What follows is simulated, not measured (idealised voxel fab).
Process module in this document: voxel wiring stack
Section shown: cut. Width: 245 nm. Cell size: 5 nm, square.
If you're reading a cross-section in this doc, picture square cells in a grid; it comes to you as bands, top ones listed first down to the bottom, and a band can be one or more rows of cells. Read a band's entry like this: the first values are the height of its top and the height of its bottom in nm, and what follows is the sequence of materials from left to right, each with its width in nm. Note that "empty" is empty space, and that a single material marked "all across" reaches across the band from edge to edge. Ref level 0: as-received wafer is one material below here. Bottom band extends down with no lower bound ("z 0 and below"). With a width like "30 to 40", each row of cells in the band differs from the next by the same amount, the top row carrying the first number and the bottom row the second. The cross-section has no changed cell in any step marked "no change occurred". Any empty space of 8 cells or more lacking an open way to the top shows up in "Unvented voids" as width x height at distance, distance from the left edge, in nm. Whatever follows a step's settings on its line is a remark the simulator itself makes about that step. "overlay nm" on a masked step: distance the mask lay right of its planned place, negative for left.
Process steps foreseen in the plan:
1. RECEIVE, material Si
2. CONFORMAL_DEP, material SiO2, thk nm 10
3. CONFORMAL_DEP, material SiN, thk nm 5
4. DIRECTIONAL_DEP, material lowk, thk nm 20
5. PATTERN, tone open, mask id METAL_1, material resist, width nm 30, pitch nm 45, thk nm 15, overlay nm 0
6. DIRECTIONAL_ETCH, etch materials lowk, depth nm 20
7. DIRECTIONAL_ETCH, etch materials SiN, depth nm 5
8. STRIP, etch materials resist
9. CONFORMAL_DEP, material TiN, thk nm 5
10. FILL_DEP, material Ru, thk nm 5
11. CMP, height nm 35
12. EPI, material Ru, thk nm 5
13. FILL_DEP, material SiCN, thk nm 5
14. DIRECTIONAL_DEP, material lowk, thk nm 35
15. DIRECTIONAL_DEP, material aC, thk nm 10
16. PATTERN, tone open, mask id METAL_2, material resist, width nm 30, pitch nm 45, thk nm 25, overlay nm 0
17. DIRECTIONAL_ETCH, etch materials aC, depth nm 10
18. STRIP, etch materials resist
19. DIRECTIONAL_ETCH, etch materials lowk, depth nm 20
20. STRIP, etch materials aC
21. DIRECTIONAL_DEP, material aC, thk nm 10
22. PATTERN, tone open, mask id METAL_2_HOLES, material resist, width nm 15, thk nm 30, overlay nm 0
23. DIRECTIONAL_ETCH, etch materials aC, depth nm 10
24. STRIP, etch materials resist
25. DIRECTIONAL_ETCH, etch materials lowk, depth nm 15
26. DIRECTIONAL_ETCH, etch materials SiCN, depth nm 5
27. STRIP, etch materials aC
28. CONFORMAL_DEP, material TiN, thk nm 5
29. FILL_DEP, material Cu, thk nm 5
30. CMP, height nm 80
31. CONFORMAL_DEP, material SiCN, thk nm 5
Cross-sectional view of the wafer in its as-received condition, corresponding to the state after step 1:
	z 0 and below: Si all across
	Unvented voids: none
Final wafer profile in cross-section after the module, from the same start and plan as above, with one mistake made during processing:
	z 85 to 80: SiCN all across
	z 80 to 65: 85 nm lowk, 5 nm TiN, 20 nm Cu, 5 nm TiN, 15 nm lowk, 5 nm TiN, 20 nm Cu, 5 nm TiN, 85 nm lowk
	z 65 to 60: 85 nm lowk, 5 nm TiN, 5 nm Cu, 20 nm TiN, 15 nm lowk, 30 nm TiN, 85 nm lowk
	z 60 to 45: 85 nm lowk, 5 nm TiN, 5 nm Cu, 5 nm TiN, 145 nm lowk
	z 45 to 40: 85 nm SiCN, 15 nm TiN, 145 nm SiCN
	z 40 to 35: 80 nm SiCN, 40 nm Ru, 5 nm SiCN, 40 nm Ru, 80 nm SiCN
	z 35 to 20: 85 nm lowk, 5 nm TiN, 20 nm Ru, 5 nm TiN, 15 nm lowk, 5 nm TiN, 20 nm Ru, 5 nm TiN, 85 nm lowk
	z 20 to 15: 85 nm lowk, 30 nm TiN, 15 nm lowk, 30 nm TiN, 85 nm lowk
	z 15 to 5: SiO2 all across
	z 5 to 0: SiN all across
	z 0 and below: Si all across
	Unvented voids: none
What broke from the plan during processing? deviation from plan: step 3 and step 2 executed in one another's positions
